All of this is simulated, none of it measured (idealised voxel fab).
You're looking at the process module voxel tone inversion.
Section shown: cut. Width: 270 nm. Cell size: 5 nm, square.
Each cross-section below is a grid of square cells, stated as bands in top-down order, with one or more rows of cells making up each band. Each band's line starts with the height of the band's top and of its bottom, in nm. Then come its materials from left to right, each with its width in nm. One material with "edge to edge" fills the band from edge to edge. "blank" is empty space. Basically, 0 is our baseline, since under it the wafer straight out of the box is all one material. The bottom band has no lower end and keeps on going down, so it looks like "0 -> down". A width given as "30..40" starts at the first number in the band's top row and ends at the second number in its bottom row, shifting by an equal amount at every step from row to row. Where a step carries "everything unchanged", the cross-section came out of it unchanged, cell for cell. Under "Closed void catalog" you'll find the enclosed gaps, the ones with no way out to the top, that are 8 cells or bigger; each reads width x height at distance, with distance counted from the left edge, everything in nm. Note: text after step settings on the step line = simulator remark on that step. Each step line may optionally specify "overlay nm", which for a step with a mask gives the rightward distance between the mask's planned place and where it lay, a negative value indicating the leftward direction.

plan:
1: RECEIVE (material Si)
2: CONFORMAL_DEP (material SiCN; thk nm 5)
3: DIRECTIONAL_DEP (material aC; thk nm 15)
4: PATTERN (tone cover; mask id POSTS; material resist; width nm 15; pitch nm 55; thk nm 20; overlay nm 0)
5: DIRECTIONAL_ETCH (etch materials aC; depth nm 15)
6: STRIP (etch materials resist)
7: FILL_DEP (material lowk; thk nm 5)
8: CMP (height nm 20)
9: STRIP (etch materials aC)
For this document, wafers share an identical start and vary in the step 4 width nm; the plan quotes the first wafer's value.

First of several wafers (as received, post step 1), cross-sectional view:
- 0 -> down: Si edge to edge
- Closed void catalog: none

Gained (+) or lost (-) cells of each material since receipt, then closed voids: one row per wafer, at the end of the module:
width nm 15, +54 SiCN, +135 lowk, Closed void catalog: none
width nm 20, +54 SiCN, +126 lowk, Closed void catalog: none
width nm 25, +54 SiCN, +117 lowk, Closed void catalog: none
width nm 30, +54 SiCN, +108 lowk, Closed void catalog: none
width nm 35, +54 SiCN, +99 lowk, Closed void catalog: none
width nm 40, +54 SiCN, +90 lowk, Closed void catalog: none
